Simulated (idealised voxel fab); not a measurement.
A process module follows: voxel lift off.
Pictured: cross-section cut, 280 nm wide, on a grid of 5 nm square cells.
Cross-section = grid of square cells, listed top down in bands; band = one or more rows.
Heights first: top, then bottom, in nm. Then materials, left to right, each with a width in nm. "full width" on a single material: fills the band edge to edge. "blank": empty space.
Heights from 0 (as-received wafer is one material below). Bottom band endless downward, as "0 down".
Quick explanation for "30->40": the width changes in equal steps down the rows of cells, from the first number in the band's top row to the second number in its bottom row.
Where the words "remained unchanged" appear for a step, the cross-section shows no cell changed by that step; every cell remained as before.
The entry "Closed cavity list" lists the empty spaces that cover at least 8 cells and have no open path to the top. Each is written as width x height at distance, where the distance is measured from the left edge and all three values are in nm.
It should be noted that, on the line of a given step, the content following the step's settings is a remark produced by the simulator itself with respect to that step.
Each step line may optionally specify "overlay nm", which for a step with a mask gives the rightward distance between the mask's planned place and where it lay, a negative value indicating the leftward direction.

The process steps that were planned are listed below:
1. RECEIVE (material Si)
2. CONFORMAL_DEP (material SiN; thk nm 10)
3. PATTERN (tone open; mask id LINES; material resist; width nm 15; pitch nm 35; thk nm 25; overlay nm 0)
4. DIRECTIONAL_DEP (material Ru; thk nm 10)
5. STRIP (etch materials resist)
6. CONFORMAL_DEP (material SiO2; thk nm 5)

First of two wafers, processed according to plan:

As-received state of the wafer in cross-section, equivalent to post-step 1:
	0 down | Si full width
	Closed cavity list: none

The wafer, seen in cross-section, after step 2:
	10 to 0 | SiN full width
	Below 0, the layers are the same as they were.

The wafer, seen in cross-section, after step 3:
	35 to 10 | 80 resist / 15 blank / 20 resist / 15 blank / 20 resist / 15 blank / 20 resist / 15 blank / 80 resist
	Below 10, the layers are the same as they were.

The wafer, seen in cross-section, after step 4:
	45 to 35 | 80 Ru / 15 blank / 20 Ru / 15 blank / 20 Ru / 15 blank / 20 Ru / 15 blank / 80 Ru
	35 to 20 | 80 resist / 15 blank / 20 resist / 15 blank / 20 resist / 15 blank / 20 resist / 15 blank / 80 resist
	20 to 10 | 80 resist / 15 Ru / 20 resist / 15 Ru / 20 resist / 15 Ru / 20 resist / 15 Ru / 80 resist
	Below 10, the layers are the same as they were.

The wafer, seen in cross-section, after step 5:
	20 to 10 | 80 blank / 15 Ru / 20 blank / 15 Ru / 20 blank / 15 Ru / 20 blank / 15 Ru / 80 blank
	Below 10, the layers are the same as they were.

The wafer, seen in cross-section, after step 6:
	25 to 20 | 75 blank / 25 SiO2 / 10 blank / 25 SiO2 / 10 blank / 25 SiO2 / 10 blank / 25 SiO2 / 75 blank
	20 to 15 | 75 blank / 5 SiO2 / 15 Ru / 5 SiO2 / 10 blank / 5 SiO2 / 15 Ru / 5 SiO2 / 10 blank / 5 SiO2 / 15 Ru / 5 SiO2 / 10 blank / 5 SiO2 / 15 Ru / 5 SiO2 / 75 blank
	15 to 10 | 80 SiO2 / 15 Ru / 20 SiO2 / 15 Ru / 20 SiO2 / 15 Ru / 20 SiO2 / 15 Ru / 80 SiO2
	Below 10, the layers are the same as they were.

Wafer two of two - same starting point, same process plan, one mistake in execution; matches wafer one up to and including step 2:

Cross-sectional representation of the second wafer at the time designated in the plan for the completion of step 3:
	35 to 10 | 80 blank / 15 resist / 20 blank / 15 resist / 20 blank / 15 resist / 20 blank / 15 resist / 80 blank
	Below 10, the layers are the same as they were.

Cross-sectional representation of the second wafer at the time designated in the plan for the completion of step 4:
	45 to 35 | 80 blank / 15 Ru / 20 blank / 15 Ru / 20 blank / 15 Ru / 20 blank / 15 Ru / 80 blank
	35 to 20 | 80 blank / 15 resist / 20 blank / 15 resist / 20 blank / 15 resist / 20 blank / 15 resist / 80 blank
	20 to 10 | 80 Ru / 15 resist / 20 Ru / 15 resist / 20 Ru / 15 resist / 20 Ru / 15 resist / 80 Ru
	Below 10, the layers are the same as they were.

Cross-sectional representation of the second wafer at the time designated in the plan for the completion of step 5:
	20 to 10 | 80 Ru / 15 blank / 20 Ru / 15 blank / 20 Ru / 15 blank / 20 Ru / 15 blank / 80 Ru
	Below 10, the layers are the same as they were.

Cross-sectional representation of the second wafer at the time designated in the plan for the completion of step 6:
	25 to 20 | 85 SiO2 / 5 blank / 30 SiO2 / 5 blank / 30 SiO2 / 5 blank / 30 SiO2 / 5 blank / 85 SiO2
	20 to 15 | 80 Ru / 5 SiO2 / 5 blank / 5 SiO2 / 20 Ru / 5 SiO2 / 5 blank / 5 SiO2 / 20 Ru / 5 SiO2 / 5 blank / 5 SiO2 / 20 Ru / 5 SiO2 / 5 blank / 5 SiO2 / 80 Ru
	15 to 10 | 80 Ru / 15 SiO2 / 20 Ru / 15 SiO2 / 20 Ru / 15 SiO2 / 20 Ru / 15 SiO2 / 80 Ru
	Below 10, the layers are the same as they were.
It is concluded that the wafer was processed incorrectly with respect to the plan, in that step 3 did not use the planned setting and instead ran as PATTERN (tone cover; mask id LINES; material resist; width nm 15; pitch nm 35; thk nm 25; overlay nm 0)
It is noted that, at the conclusion of processing, the second wafer exhibits a higher or lower cell count for certain materials relative to the first: +64 Ru
